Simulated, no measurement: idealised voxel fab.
process module | voxel gate over fins
cross-section cut | 215 nm wide | cells 5 nm
A cross-section is a grid of square cells, given in bands from the top down. A band is one or more rows of cells.
Each band's line starts with the height of the band's top and of its bottom, in nm. Then come its materials from left to right, each with its width in nm. One material with "throughout" fills the band from edge to edge. "air" is empty space.
Height 0 is the level under which the wafer as received is all one material. The lowest band goes on downwards, as in "0 down".
A width such as "30 to 40" changes by the same amount from each row of cells to the next, from the band's top row to its bottom row.
"no change" after a step means that no cell of the cross-section changed.
closed voids: empty space of 8 cells or more with no open way to the top, each as width x height at its distance from the left edge, in nm
after a step's settings: what the simulator itself notes on the step
overlay nm, on a step with a mask: how far to the right of its planned place the mask lay; to the left if negative
plan
1 op RECEIVE | material Si
2 op CONFORMAL_DEP | material SiN | thk nm 10
3 op DIRECTIONAL_DEP | material aC | thk nm 10
4 op PATTERN | tone cover | mask id FINS | material resist | width nm 15 | pitch nm 40 | thk nm 30 | overlay nm 0
5 op DIRECTIONAL_ETCH | etch materials aC | depth nm 10
6 op STRIP | etch materials resist
7 op DIRECTIONAL_ETCH | etch materials SiN | depth nm 10
8 op DIRECTIONAL_ETCH | etch materials Si | depth nm 30
9 op STRIP | etch materials aC
10 op OXIDIZE | depth nm 5
11 op FILL_DEP | material SiO2 | thk nm 5
12 op CMP | height nm 10
13 op SELECTIVE_ETCH | etch materials SiO2 | depth nm 20
14 op STRIP | etch materials SiN
15 op CONFORMAL_DEP | material HfO2 | thk nm 5
16 op CONFORMAL_DEP | material TiN | thk nm 5
17 op FILL_DEP | material W | thk nm 10
18 op CMP | height nm 15
19 op CONFORMAL_DEP | material SiCN | thk nm 5
as received, after step 1
  0 down: Si throughout
  closed voids: none
first wafer at the end, as planned
  20 to 15: SiCN throughout
  15 to 10: W throughout
  10 to 5: W 55 | TiN 25 | W 15 | TiN 25 | W 15 | TiN 25 | W 55
  5 to 0: W 55 | TiN 5 | HfO2 15 | TiN 5 | W 15 | TiN 5 | HfO2 15 | TiN 5 | W 15 | TiN 5 | HfO2 15 | TiN 5 | W 55
  0 to -5: TiN 60 | HfO2 5 | Si 5 | HfO2 5 | TiN 25 | HfO2 5 | Si 5 | HfO2 5 | TiN 25 | HfO2 5 | Si 5 | HfO2 5 | TiN 60
  -5 to -10: HfO2 65 | Si 5 | HfO2 35 | Si 5 | HfO2 35 | Si 5 | HfO2 65
  -10 to -35: SiO2 65 | Si 5 | SiO2 35 | Si 5 | SiO2 35 | Si 5 | SiO2 65
  -35 down: Si throughout
  closed voids: none
second wafer at the end: like start, like plan, one mistake
  20 to 15: SiCN throughout
  15 to 10: W throughout
  10 to 5: W 50 | TiN 35 | W 5 | TiN 35 | W 5 | TiN 35 | W 50
  5 to 0: W 50 | TiN 5 | HfO2 25 | TiN 5 | W 5 | TiN 5 | HfO2 25 | TiN 5 | W 5 | TiN 5 | HfO2 25 | TiN 5 | W 50
  0 to -5: TiN 55 | HfO2 5 | Si 15 | HfO2 5 | TiN 15 | HfO2 5 | Si 15 | HfO2 5 | TiN 15 | HfO2 5 | Si 15 | HfO2 5 | TiN 55
  -5 to -10: HfO2 60 | Si 15 | HfO2 25 | Si 15 | HfO2 25 | Si 15 | HfO2 60
  -10 to -35: SiO2 60 | Si 15 | SiO2 25 | Si 15 | SiO2 25 | Si 15 | SiO2 60
  -35 down: Si throughout
  closed voids: none
what went wrong: step 4 ran as: op PATTERN | tone cover | mask id FINS | material resist | width nm 25 | pitch nm 40 | thk nm 30 | overlay nm 0
at the end the second wafer has, in cells: 42 more of Si | 30 fewer of SiO2 | 12 fewer of W
